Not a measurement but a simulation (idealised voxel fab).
Proc. module: voxel self aligned vias
For reference, the cross-section in this document is cut, with width 155 nm and square cells of 5 nm.
A cross-section is written here as square cells arranged in a grid, and it is given in bands from the top down, each band taking up one or more rows of cells.
Band: top and bottom heights (nm) first, top before bottom; then materials from left to right, widths in nm. "all across" marks a sole material filling the band edge to edge. "air" denotes empty space.
All heights in this document are referenced to 0, defined as the level beneath which the wafer, as received, consists entirely of one material. The lowest band is not bounded below; it extends indefinitely downward and is written in the form "0 and below".
A width such as "30..40" changes by the same amount from each row of cells to the next, from the band's top row to its bottom row.
"no change occurred" -> step changed no cross-section cell.
What "Voids, fully enclosed" gives you is every empty space of 8 cells or more that is cut off from the top. Each appears as width x height at distance, with the distance taken from the left edge and width, height and distance all in nm.
Heads up: the bit after the settings on a step's line is the simulator's remark on that step.
"overlay nm" on a masked step: distance the mask lay right of its planned place, negative for left.
[Process steps - plan]
- 1: RECEIVE (material Si)
- 2: CONFORMAL_DEP (material SiO2; thk nm 15)
- 3: CONFORMAL_DEP (material SiCN; thk nm 5)
- 4: DIRECTIONAL_DEP (material lowk; thk nm 30)
- 5: DIRECTIONAL_DEP (material aC; thk nm 15)
- 6: PATTERN (tone open; mask id LINES; material resist; width nm 25; pitch nm 75; thk nm 35; overlay nm 0)
- 7: DIRECTIONAL_ETCH (etch materials aC; depth nm 15)
- 8: STRIP (etch materials resist)
- 9: DIRECTIONAL_ETCH (etch materials lowk; depth nm 30)
- 10: STRIP (etch materials aC)
- 11: CONFORMAL_DEP (material TiN; thk nm 5)
- 12: FILL_DEP (material Ru; thk nm 5)
- 13: CMP (height nm 50)
- 14: SELECTIVE_ETCH (etch materials W Ru TiN; depth nm 5)
- 15: FILL_DEP (material SiN; thk nm 10)
- 16: CMP (height nm 50)
- 17: DIRECTIONAL_DEP (material lowk; thk nm 20)
- 18: DIRECTIONAL_DEP (material aC; thk nm 10)
- 19: PATTERN (tone open; mask id VIAS; material resist; width nm 45; pitch nm 75; thk nm 30; overlay nm 0)
- 20: DIRECTIONAL_ETCH (etch materials aC; depth nm 10)
- 21: STRIP (etch materials resist)
- 22: DIRECTIONAL_ETCH (etch materials lowk; depth nm 20)
- 23: DIRECTIONAL_ETCH (etch materials SiN; depth nm 5)
- 24: STRIP (etch materials aC)
- 25: CONFORMAL_DEP (material TiN; thk nm 5)
- 26: FILL_DEP (material Ru; thk nm 10)
- 27: CMP (height nm 70)
- 28: CONFORMAL_DEP (material SiCN; thk nm 5)
[Incoming wafer, cross-sectional view, post step 1]
  0 and below  Si all across
  Voids, fully enclosed: none
[First wafer of two, sectioned at end of module; run went per plan]
  75 down to 70  SiCN all across
  70 down to 55  15 of lowk / 5 of TiN / 35 of Ru / 5 of TiN / 30 of lowk / 5 of TiN / 35 of Ru / 5 of TiN / 20 of lowk
  55 down to 50  15 of lowk / 15 of TiN / 15 of Ru / 15 of TiN / 30 of lowk / 15 of TiN / 15 of Ru / 15 of TiN / 20 of lowk
  50 down to 45  25 of lowk / 25 of TiN / 50 of lowk / 25 of TiN / 30 of lowk
  45 down to 25  25 of lowk / 5 of TiN / 15 of Ru / 5 of TiN / 50 of lowk / 5 of TiN / 15 of Ru / 5 of TiN / 30 of lowk
  25 down to 20  25 of lowk / 25 of TiN / 50 of lowk / 25 of TiN / 30 of lowk
  20 down to 15  SiCN all across
  15 down to 0  SiO2 all across
  0 and below  Si all across
  Voids, fully enclosed: none
[Cross-section, second wafer: same start as the first, same plan as the first, one mistake in running it; taken at the end of the module]
  75 down to 70  SiCN all across
  70 down to 55  15 of lowk / 5 of TiN / 35 of Ru / 5 of TiN / 30 of lowk / 5 of TiN / 35 of Ru / 5 of TiN / 20 of lowk
  55 down to 50  15 of lowk / 45 of TiN / 30 of lowk / 45 of TiN / 20 of lowk
  50 down to 45  SiCN all across
  45 down to 15  lowk all across
  15 down to 0  SiO2 all across
  0 and below  Si all across
  Voids, fully enclosed: none
In executing the process, a mistake was made relative to the plan: the run placed steps 3 and 4 each in the position the plan gave to the other
Final difference in cells, second wafer against first, listed per material as more or fewer: Ru: 30 fewer; TiN: 30 fewer; lowk: 60 more
